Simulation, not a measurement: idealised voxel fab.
The document below concerns the process module designated voxel transistor to metal.
The cross-section shown here is cut; it is 205 nm wide and divided into square cells measuring 5 nm on a side.
Format of a cross-section: grid, square cells. Given as bands. Order: top down. Band: one or more rows of cells.
Look at the band entry: it leads with the top's height and the bottom's height in nm. Then it lists the materials left to right, with a width in nm for each. The word "all across" on a single material says that material fills the band edge to edge. The word "empty" is empty space.
It should be noted that heights are counted from 0, beneath which the wafer as supplied is of one material throughout, and that the lowest band possesses no lower boundary but continues downward, as written in "0 and below".
Read "30 to 40" as a graded width: first number on top, second number at the bottom, same change between each pair of neighbouring rows.
It should be understood that the words "no modifications", when stated for a given step, signify that the cross-section underwent no change in any of its cells during that step.
"Non-vented voids" specifies each empty space that is not open to the top and that occupies no fewer than 8 cells, using the form width x height at distance, the distance measured from the left edge and all three quantities in nm.
Step line, after settings: the simulator's comment on this step.
overlay nm: mask right of planned place by this much (step with mask). Neg. = left.
The process steps that were planned are listed below:
| 1 | RECEIVE | material Si |
| 2 | CONFORMAL_DEP | material SiO2 | thk nm 5 |
| 3 | CONFORMAL_DEP | material SiN | thk nm 15 |
| 4 | PATTERN | tone cover | mask id ACTIVE | material resist | width nm 115 | thk nm 15 | overlay nm 0 |
| 5 | DIRECTIONAL_ETCH | etch materials SiN | depth nm 15 |
| 6 | DIRECTIONAL_ETCH | etch materials SiO2 | depth nm 5 |
| 7 | DIRECTIONAL_ETCH | etch materials Si | depth nm 35 |
| 8 | STRIP | etch materials resist |
| 9 | OXIDIZE | depth nm 5 |
| 10 | FILL_DEP | material SiO2 | thk nm 5 |
| 11 | CMP | height nm 20 |
| 12 | SELECTIVE_ETCH | etch materials SiO2 | depth nm 10 |
| 13 | STRIP | etch materials SiN |
| 14 | SELECTIVE_ETCH | etch materials SiO2 | depth nm 5 |
| 15 | OXIDIZE | depth nm 5 |
| 16 | DIRECTIONAL_DEP | material polySi | thk nm 20 |
| 17 | DIRECTIONAL_DEP | material SiCN | thk nm 15 |
| 18 | PATTERN | tone cover | mask id GATE | material resist | width nm 35 | thk nm 15 | overlay nm 0 |
| 19 | DIRECTIONAL_ETCH | etch materials SiCN | depth nm 25 |
| 20 | DIRECTIONAL_ETCH | etch materials polySi | depth nm 30 |
| 21 | STRIP | etch materials resist |
| 22 | CONFORMAL_DEP | material SiN | thk nm 5 |
| 23 | DIRECTIONAL_ETCH | etch materials SiN | depth nm 5 |
| 24 | DIRECTIONAL_ETCH | etch materials SiO2 | depth nm 5 |
| 25 | DIRECTIONAL_ETCH | etch materials Si | depth nm 5 |
| 26 | EPI | material nSi | thk nm 10 |
| 27 | FILL_DEP | material SiO2 | thk nm 10 |
| 28 | CMP | height nm 20 |
| 29 | STRIP | etch materials polySi |
| 30 | SELECTIVE_ETCH | etch materials SiO2 | depth nm 5 |
| 31 | CONFORMAL_DEP | material HfO2 | thk nm 5 |
| 32 | CONFORMAL_DEP | material TiN | thk nm 5 |
| 33 | FILL_DEP | material W | thk nm 5 |
| 34 | CMP | height nm 15 |
| 35 | DIRECTIONAL_DEP | material SiO2 | thk nm 10 |
| 36 | MASKED_ETCH | tone open | mask id CONTACT | width nm 20 | pitch nm 85 | etch materials SiO2 | depth nm 25 | overlay nm 0 |
| 37 | CONFORMAL_DEP | material TiN | thk nm 5 |
| 38 | FILL_DEP | material Ru | thk nm 5 |
| 39 | CMP | height nm 25 |
| 40 | CONFORMAL_DEP | material SiCN | thk nm 5 |
| 41 | DIRECTIONAL_DEP | material lowk | thk nm 25 |
| 42 | MASKED_ETCH | tone open | mask id METAL_1 | width nm 20 | pitch nm 85 | etch materials lowk | depth nm 25 | overlay nm 0 |
| 43 | MASKED_ETCH | tone open | mask id METAL_1 | width nm 20 | pitch nm 85 | etch materials SiCN | depth nm 5 | overlay nm 0 |
| 44 | CONFORMAL_DEP | material TiN | thk nm 5 |
| 45 | FILL_DEP | material Cu | thk nm 5 |
| 46 | CMP | height nm 55 |
| 47 | CONFORMAL_DEP | material SiCN | thk nm 5 |
| 48 | DIRECTIONAL_DEP | material lowk | thk nm 30 |
| 49 | DIRECTIONAL_DEP | material aC | thk nm 10 |
| 50 | PATTERN | tone open | mask id METAL_2_HOLES | material resist | width nm 15 | pitch nm 85 | thk nm 25 | overlay nm 0 |
| 51 | DIRECTIONAL_ETCH | etch materials aC | depth nm 10 |
| 52 | STRIP | etch materials resist |
| 53 | DIRECTIONAL_ETCH | etch materials lowk | depth nm 30 |
| 54 | STRIP | etch materials aC |
| 55 | DIRECTIONAL_DEP | material aC | thk nm 10 |
| 56 | PATTERN | tone open | mask id METAL_2 | material resist | width nm 20 | pitch nm 85 | thk nm 25 | overlay nm 0 |
| 57 | DIRECTIONAL_ETCH | etch materials aC | depth nm 10 |
| 58 | STRIP | etch materials resist |
| 59 | DIRECTIONAL_ETCH | etch materials lowk | depth nm 15 |
| 60 | DIRECTIONAL_ETCH | etch materials SiCN | depth nm 5 |
| 61 | STRIP | etch materials aC |
| 62 | CONFORMAL_DEP | material TiN | thk nm 5 |
| 63 | FILL_DEP | material Cu | thk nm 5 |
| 64 | CMP | height nm 90 |
| 65 | CONFORMAL_DEP | material SiN | thk nm 5 |
as received, after step 1:
    0 and below  Si all across
    Non-vented voids: none
Module complete, cross-section. Starting point and plan per above. One mistake made in running the module:
    95 down to 90  SiN all across
    90 down to 80  lowk (50); TiN (5); Cu (5); TiN (5); lowk (70); TiN (5); Cu (5); TiN (5); lowk (55)
    80 down to 75  lowk (50); TiN (15); lowk (70); TiN (15); lowk (55)
    75 down to 60  lowk all across
    60 down to 55  SiCN all across
    55 down to 30  lowk (50); TiN (5); Cu (10); TiN (5); lowk (65); TiN (5); Cu (10); TiN (5); lowk (50)
    30 down to 25  SiCN (50); TiN (20); SiCN (65); TiN (20); SiCN (50)
    25 down to 15  SiO2 (50); TiN (5); Ru (10); TiN (5); SiO2 (65); TiN (5); Ru (10); TiN (5); SiO2 (50)
    15 down to 5  SiO2 (50); TiN (5); Ru (10); TiN (5); SiO2 (10); SiN (5); HfO2 (5); TiN (5); W (15); TiN (5); HfO2 (5); SiN (5); SiO2 (10); TiN (5); Ru (10); TiN (5); SiO2 (50)
    5 down to 0  SiO2 (40); SiN (5); SiO2 (5); TiN (20); nSi (10); SiN (5); HfO2 (5); TiN (25); HfO2 (5); SiN (5); nSi (10); TiN (20); SiO2 (5); SiN (5); SiO2 (40)
    0 down to -5  SiO2 (45); nSi (35); HfO2 (45); nSi (35); SiO2 (45)
    -5 down to -10  SiO2 (50); nSi (30); Si (45); nSi (30); SiO2 (50)
    -10 down to -40  SiO2 (50); Si (105); SiO2 (50)
    -40 and below  Si all across
    Non-vented voids: none
What went wrong in running the wafer? regarding the plan, step 48 was run twice
